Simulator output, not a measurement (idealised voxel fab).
process module | voxel self aligned vias
It is cross-section cut that appears here, measuring 255 nm in width, its square cells being 5 nm in size.
Cross-section layout: square cells on a grid; listed as bands, top to bottom; a band spans one or more cell rows.
Read a band's entry like this: the first values are the height of its top and the height of its bottom in nm, and what follows is the sequence of materials from left to right, each with its width in nm. Note that "air" is empty space, and that a single material marked "edge to edge" reaches across the band from edge to edge.
Zero point of the height axis is 0; under it, received wafer = one material. Lowest band: continues down indefinitely, "top 0, no bottom".
The expression "30..40" gives the width at the extremes of the band, the first number at its top row of cells and the second at its bottom row, with the width changing by equal amounts from each row to the next in between.
Take "changes: none" at face value: in the step it is given for, the cross-section changed in none of its cells.
"Closed void list" - sealed voids, min. 8 cells, no opening to top; format: width x height at distance (distance from left edge; nm throughout).
It should be noted that, on the line of a given step, the content following the step's settings is a remark produced by the simulator itself with respect to that step.
overlay nm: for a step with a mask, the amount by which the mask lay right of where it was planned; a negative amount means left of it.

**Process steps (planned)**
1. RECEIVE,material Si
2. CONFORMAL_DEP,material SiO2,thk nm 15
3. CONFORMAL_DEP,material SiCN,thk nm 5
4. DIRECTIONAL_DEP,material lowk,thk nm 25
5. PATTERN,tone open,mask id LINES,material resist,width nm 30,pitch nm 70,thk nm 15,overlay nm 0
6. DIRECTIONAL_ETCH,etch materials lowk,depth nm 25
7. STRIP,etch materials resist
8. CONFORMAL_DEP,material TiN,thk nm 5
9. FILL_DEP,material W,thk nm 10
10. CMP,height nm 45
11. SELECTIVE_ETCH,etch materials W Ru TiN,depth nm 5
12. FILL_DEP,material SiN,thk nm 5
13. CMP,height nm 45
14. DIRECTIONAL_DEP,material lowk,thk nm 15
15. DIRECTIONAL_DEP,material aC,thk nm 15
16. PATTERN,tone open,mask id VIAS,material resist,width nm 50,pitch nm 70,thk nm 30,overlay nm -15
17. DIRECTIONAL_ETCH,etch materials aC,depth nm 15
18. STRIP,etch materials resist
19. DIRECTIONAL_ETCH,etch materials lowk,depth nm 15
20. DIRECTIONAL_ETCH,etch materials SiN,depth nm 5
21. STRIP,etch materials aC
22. CONFORMAL_DEP,material TiN,thk nm 5
23. FILL_DEP,material Cu,thk nm 10
24. CMP,height nm 60
25. CONFORMAL_DEP,material SiN,thk nm 5
The overlay nm used in step 16 is not the same on every wafer, whereas the starting condition is; the value printed in the plan is the first wafer's.

**The first of several wafers, as received after step 1, seen in section**
	top 0, no bottom: Si edge to edge
	Closed void list: none

**Row per wafer, end-of-module: cell gain (+)/loss (-) by material since the wafer came in, then closed voids**
overlay nm -15 | +38 Cu | +51 SiCN | +53 SiN | +153 SiO2 | +56 TiN | +24 W | +288 lowk | Closed void list: none
overlay nm -10 | +40 Cu | +51 SiCN | +51 SiN | +153 SiO2 | +56 TiN | +24 W | +288 lowk | Closed void list: none
overlay nm -5 | +40 Cu | +51 SiCN | +51 SiN | +153 SiO2 | +56 TiN | +24 W | +288 lowk | Closed void list: none
overlay nm 0 | +40 Cu | +51 SiCN | +51 SiN | +153 SiO2 | +56 TiN | +24 W | +288 lowk | Closed void list: none
overlay nm 5 | +40 Cu | +51 SiCN | +51 SiN | +153 SiO2 | +56 TiN | +24 W | +288 lowk | Closed void list: none
overlay nm 10 | +40 Cu | +51 SiCN | +51 SiN | +153 SiO2 | +56 TiN | +24 W | +288 lowk | Closed void list: none
overlay nm 15 | +38 Cu | +51 SiCN | +53 SiN | +153 SiO2 | +56 TiN | +24 W | +288 lowk | Closed void list: none
